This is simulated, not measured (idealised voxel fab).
Title: Process Module voxel gate over fins
The figure presents cross-section cut, which has a width of 225 nm and is divided into square cells with an edge length of 5 nm.
In this document a cross-section is written as a grid of square cells. It is given as a series of bands, listed from the top down, and a band is one or more rows of cells. Top height, bottom height, nm. Materials left to right, width each, nm. Single material + "edge to edge" = fills band edge to edge. "air" = empty. Height is counted from the level 0, under which the received wafer is composed throughout of one material. The lowest of the bands is not closed at the bottom but continues downward, in the notation "from 0 down". Note: "30 to 40" means the width goes from the first number (top row of the band) to the second number (bottom row) in equal steps per row of cells. "stayed the same" for a step: no cell of the cross-section changed in that step. Entry "Enclosed void listing". Content: empty spaces with no open connection to the top, size 8 cells or greater. Each: width x height at distance. Distance: from left edge. Unit: nm. Post-settings text on a step line: simulator's own remark regarding the step. On any step carrying a mask, the "overlay nm" setting, if present on the step's line, tells how far right of its planned place the mask lay; negative values point to the left.

Steps planned for the process
step 1: RECEIVE with material Si
step 2: CONFORMAL_DEP with material SiN, thk nm 5
step 3: DIRECTIONAL_DEP with material aC, thk nm 15
step 4: PATTERN with tone cover, mask id FINS, material resist, width nm 15, pitch nm 40, thk nm 35, overlay nm 0
step 5: DIRECTIONAL_ETCH with etch materials aC, depth nm 15
step 6: STRIP with etch materials resist
step 7: DIRECTIONAL_ETCH with etch materials SiN, depth nm 5
step 8: DIRECTIONAL_ETCH with etch materials Si, depth nm 35
step 9: STRIP with etch materials aC
step 10: OXIDIZE with depth nm 5
step 11: FILL_DEP with material SiO2, thk nm 15
step 12: CMP with height nm 5
step 13: SELECTIVE_ETCH with etch materials SiO2, depth nm 15
step 14: STRIP with etch materials SiN
step 15: CONFORMAL_DEP with material HfO2, thk nm 5
step 16: CONFORMAL_DEP with material TiN, thk nm 5
step 17: CONFORMAL_DEP with material TiAl, thk nm 5
step 18: CONFORMAL_DEP with material TiN, thk nm 5
step 19: FILL_DEP with material W, thk nm 10
step 20: CMP with height nm 25
step 21: CONFORMAL_DEP with material SiCN, thk nm 5

Delivered wafer in cross-section: state after step 1
* from 0 down: Si edge to edge
* Enclosed void listing: none

Sectioned view, first of two wafers, at the close of the module, processed as intended in the plan
* from 30 to 25: SiCN edge to edge
* from 25 to 20: W edge to edge
* from 20 to 15: 30 of W  165 of TiN  30 of W
* from 15 to 10: 30 of W  5 of TiN  35 of TiAl  5 of TiN  35 of TiAl  5 of TiN  35 of TiAl  5 of TiN  35 of TiAl  5 of TiN  30 of W
* from 10 to 5: 35 of TiN  5 of TiAl  25 of TiN  5 of TiAl  5 of TiN  5 of TiAl  25 of TiN  5 of TiAl  5 of TiN  5 of TiAl  25 of TiN  5 of TiAl  5 of TiN  5 of TiAl  25 of TiN  5 of TiAl  35 of TiN
* from 5 to 0: 40 of TiAl  5 of TiN  15 of HfO2  5 of TiN  15 of TiAl  5 of TiN  15 of HfO2  5 of TiN  15 of TiAl  5 of TiN  15 of HfO2  5 of TiN  15 of TiAl  5 of TiN  15 of HfO2  5 of TiN  40 of TiAl
* from 0 to -5: 45 of TiN  5 of HfO2  5 of Si  5 of HfO2  25 of TiN  5 of HfO2  5 of Si  5 of HfO2  25 of TiN  5 of HfO2  5 of Si  5 of HfO2  25 of TiN  5 of HfO2  5 of Si  5 of HfO2  45 of TiN
* from -5 to -10: 50 of HfO2  5 of Si  35 of HfO2  5 of Si  35 of HfO2  5 of Si  35 of HfO2  5 of Si  50 of HfO2
* from -10 to -40: 50 of SiO2  5 of Si  35 of SiO2  5 of Si  35 of SiO2  5 of Si  35 of SiO2  5 of Si  50 of SiO2
* from -40 down: Si edge to edge
* Enclosed void listing: none

Same start, same plan as the first wafer - but one mistake in the run. Cross-section of the second of the two at the end of the module
* from 30 to 25: SiCN edge to edge
* from 25 to 20: W edge to edge
* from 20 to 15: 25 of W  165 of TiN  35 of W
* from 15 to 10: 25 of W  5 of TiN  35 of TiAl  5 of TiN  35 of TiAl  5 of TiN  35 of TiAl  5 of TiN  35 of TiAl  5 of TiN  35 of W
* from 10 to 5: 30 of TiN  5 of TiAl  25 of TiN  5 of TiAl  5 of TiN  5 of TiAl  25 of TiN  5 of TiAl  5 of TiN  5 of TiAl  25 of TiN  5 of TiAl  5 of TiN  5 of TiAl  25 of TiN  5 of TiAl  40 of TiN
* from 5 to 0: 35 of TiAl  5 of TiN  15 of HfO2  5 of TiN  15 of TiAl  5 of TiN  15 of HfO2  5 of TiN  15 of TiAl  5 of TiN  15 of HfO2  5 of TiN  15 of TiAl  5 of TiN  15 of HfO2  5 of TiN  45 of TiAl
* from 0 to -5: 40 of TiN  5 of HfO2  5 of Si  5 of HfO2  25 of TiN  5 of HfO2  5 of Si  5 of HfO2  25 of TiN  5 of HfO2  5 of Si  5 of HfO2  25 of TiN  5 of HfO2  5 of Si  5 of HfO2  50 of TiN
* from -5 to -10: 45 of HfO2  5 of Si  35 of HfO2  5 of Si  35 of HfO2  5 of Si  35 of HfO2  5 of Si  55 of HfO2
* from -10 to -40: 45 of SiO2  5 of Si  35 of SiO2  5 of Si  35 of SiO2  5 of Si  35 of SiO2  5 of Si  55 of SiO2
* from -40 down: Si edge to edge
* Enclosed void listing: none
Deviation from plan: it should be noted that step 4 was executed with settings other than those planned, the operation and settings actually applied being PATTERN with tone cover, mask id FINS, material resist, width nm 15, pitch nm 40, thk nm 35, overlay nm -5
At the end, each material covers as many cells on the second wafer as it does on the first, though the cells it covers are elsewhere.
